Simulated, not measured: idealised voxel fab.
The document below concerns the process module designated voxel double patterning.
Square cells of 5 nm make up the cross-section cut, whose width is 285 nm.
We lay out every cross-section as a grid of square cells and spell it out in bands from the top down, where one band means one or more rows of cells. Top, bottom (nm), then materials left to right with widths (nm); lone material tagged "edge to edge" fills the whole band edge to edge; "empty" = empty space. Heads up on the height convention: 0 is the point under which the incoming wafer is all one material, and the lowest band has no bottom, it just keeps going down, like "top 0, no bottom". The notation "30..40" denotes a width that varies across the rows of cells in the band, beginning at the first number in the top row, finishing at the second number in the bottom row, and changing by an identical amount from each row to the next. "everything unchanged", as given for a step, is the statement that not any cell of the cross-section underwent a change during that step. "Unvented cavities" - sealed voids, min. 8 cells, no opening to top; format: width x height at distance (distance from left edge; nm throughout). Where a step's line continues beyond its settings, the continuation is a remark by the simulator itself on that step. What "overlay nm" on a step's line means: if the step has a mask, that mask lay this far to the right of its planned place, or, when the value is negative, to the left.

Listed below are the process steps as planned:
1: RECEIVE (material Si)
2: CONFORMAL_DEP (material SiO2; thk nm 5)
3: DIRECTIONAL_DEP (material W; thk nm 10)
4: DIRECTIONAL_DEP (material SiCN; thk nm 10)
5: MASKED_ETCH (tone open; mask id FIRST; width nm 15; pitch nm 50; etch materials SiCN; depth nm 10; overlay nm 0)
6: DIRECTIONAL_DEP (material aC; thk nm 15)
7: PATTERN (tone open; mask id SECOND; material resist; width nm 15; thk nm 30; overlay nm 0)
8: DIRECTIONAL_ETCH (etch materials aC; depth nm 15)
9: STRIP (etch materials resist)
10: DIRECTIONAL_ETCH (etch materials SiCN; depth nm 10)
11: STRIP (etch materials aC)
12: DIRECTIONAL_ETCH (etch materials W; depth nm 10)
13: STRIP (etch materials SiCN)

This is the cross-section of the wafer as we received it, i.e. after step 1:
  top 0, no bottom = Si edge to edge
  Unvented cavities: none

The first of the two wafers as seen in cross-section once the module was finished; processing followed the plan:
  top 15, bottom 5 = W 110  empty 15  W 10  empty 15  W 10  empty 15  W 110
  top 5, bottom 0 = SiO2 edge to edge
  top 0, no bottom = Si edge to edge
  Unvented cavities: none

Presented here is a cross-section of the second of the two wafers as it stood at the end of the module. It was started in the same manner and assigned the same plan as the first wafer; however, one mistake was made in its execution:
  top 10, bottom 0 = W 110  empty 15  W 10  empty 15  W 10  empty 15  W 110
  top 0, no bottom = Si edge to edge
  Unvented cavities: none
So what did we get wrong on this run? not run: step 2 of the plan (skipped)
FYI, end of process, the second wafer has more or fewer cells of some materials than the first: 57 fewer of SiO2
